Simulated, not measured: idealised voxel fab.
Documented hereafter: the process module known as voxel double patterning.
FYI the section here is cut, 165 nm wide, cells are 5 nm squares.
Cross-section layout: square cells on a grid; listed as bands, top to bottom; a band spans one or more cell rows.
The band entry comprises the height of the band's top followed by the height of its bottom, expressed in nm, and subsequently the band's materials from left to right, each stated together with its width in nm. Where a single material is marked with the word "everywhere", that material fills the band from edge to edge. The word "air" represents empty space.
Heads up on the height convention: 0 is the point under which the incoming wafer is all one material, and the lowest band has no bottom, it just keeps going down, like "0 down".
So if you see something like "30..40" for the width, read it as the top row of the band sitting at the first number and the bottom row at the second, with every row in between moving by the same amount as the last.
Step marked "nothing changed"? Then no cell in the cross-section changed in it.
Entry "Completely enclosed voids" = empty spaces >= 8 cells with no open way to the top; each as width x height at distance, distance from left edge, all nm.
Whatever follows a step's settings on its line is a remark the simulator itself makes about that step.
overlay nm: right-of-plan distance of the mask on a masked step; negative values mean left-of-plan.
### Steps in the process plan
| 1 | RECEIVE (material Si) |
| 2 | CONFORMAL_DEP (material SiO2; thk nm 5) |
| 3 | DIRECTIONAL_DEP (material TiN; thk nm 10) |
| 4 | DIRECTIONAL_DEP (material SiCN; thk nm 5) |
| 5 | MASKED_ETCH (tone open; mask id FIRST; width nm 15; pitch nm 50; etch materials SiCN; depth nm 5; overlay nm 0) |
| 6 | MASKED_ETCH (tone open; mask id SECOND; width nm 15; pitch nm 50; etch materials SiCN; depth nm 5; overlay nm 0) |
| 7 | DIRECTIONAL_ETCH (etch materials TiN; depth nm 10) |
| 8 | STRIP (etch materials SiCN) |
### Of two wafers, the first: run according to plan
### Shown in cross-section is the wafer as received, that is, as it stands after step 1
	0 down | Si everywhere
	Completely enclosed voids: none
### How the wafer stands in section after step 2
	5 to 0 | SiO2 everywhere
	No changes below 0.
### How the wafer stands in section after step 3
	15 to 5 | TiN everywhere
	No changes below 5.
### How the wafer stands in section after step 4
	20 to 15 | SiCN everywhere
	No changes below 15.
### How the wafer stands in section after step 5
	20 to 15 | 25 SiCN | 15 air | 35 SiCN | 15 air | 35 SiCN | 15 air | 25 SiCN
	No changes below 15.
### How the wafer stands in section after step 6
	20 to 15 | 25 SiCN | 15 air | 10 SiCN | 15 air | 10 SiCN | 15 air | 10 SiCN | 15 air | 10 SiCN | 15 air | 25 SiCN
	No changes below 15.
### How the wafer stands in section after step 7
	20 to 15 | 25 SiCN | 15 air | 10 SiCN | 15 air | 10 SiCN | 15 air | 10 SiCN | 15 air | 10 SiCN | 15 air | 25 SiCN
	15 to 5 | 25 TiN | 15 air | 10 TiN | 15 air | 10 TiN | 15 air | 10 TiN | 15 air | 10 TiN | 15 air | 25 TiN
	No changes below 5.
### How the wafer stands in section after step 8
	15 to 5 | 25 TiN | 15 air | 10 TiN | 15 air | 10 TiN | 15 air | 10 TiN | 15 air | 10 TiN | 15 air | 25 TiN
	No changes below 5.
### Wafer two. Same start, same plan, one slip in execution. Same as wafer one through step 4, inclusive
### Cross-section, second wafer, at the end time the plan gives for step 5
	20 to 15 | 15 SiCN | 15 air | 35 SiCN | 15 air | 35 SiCN | 15 air | 35 SiCN
	No changes below 15.
### Cross-section, second wafer, at the end time the plan gives for step 6
	20 to 15 | 15 SiCN | 15 air | 20 SiCN | 30 air | 20 SiCN | 30 air | 35 SiCN
	No changes below 15.
### Cross-section, second wafer, at the end time the plan gives for step 7
	20 to 15 | 15 SiCN | 15 air | 20 SiCN | 30 air | 20 SiCN | 30 air | 35 SiCN
	15 to 5 | 15 TiN | 15 air | 20 TiN | 30 air | 20 TiN | 30 air | 35 TiN
	No changes below 5.
### Cross-section, second wafer, at the end time the plan gives for step 8
	15 to 5 | 15 TiN | 15 air | 20 TiN | 30 air | 20 TiN | 30 air | 35 TiN
	No changes below 5.
In executing the process, a mistake was made relative to the plan: so step 5 ended up running with a different setting than we planned, it ran as MASKED_ETCH (tone open; mask id FIRST; width nm 15; pitch nm 50; etch materials SiCN; depth nm 5; overlay nm -10)
At the close, every material occupies the same number of cells on the second wafer as on the first, only in different positions.
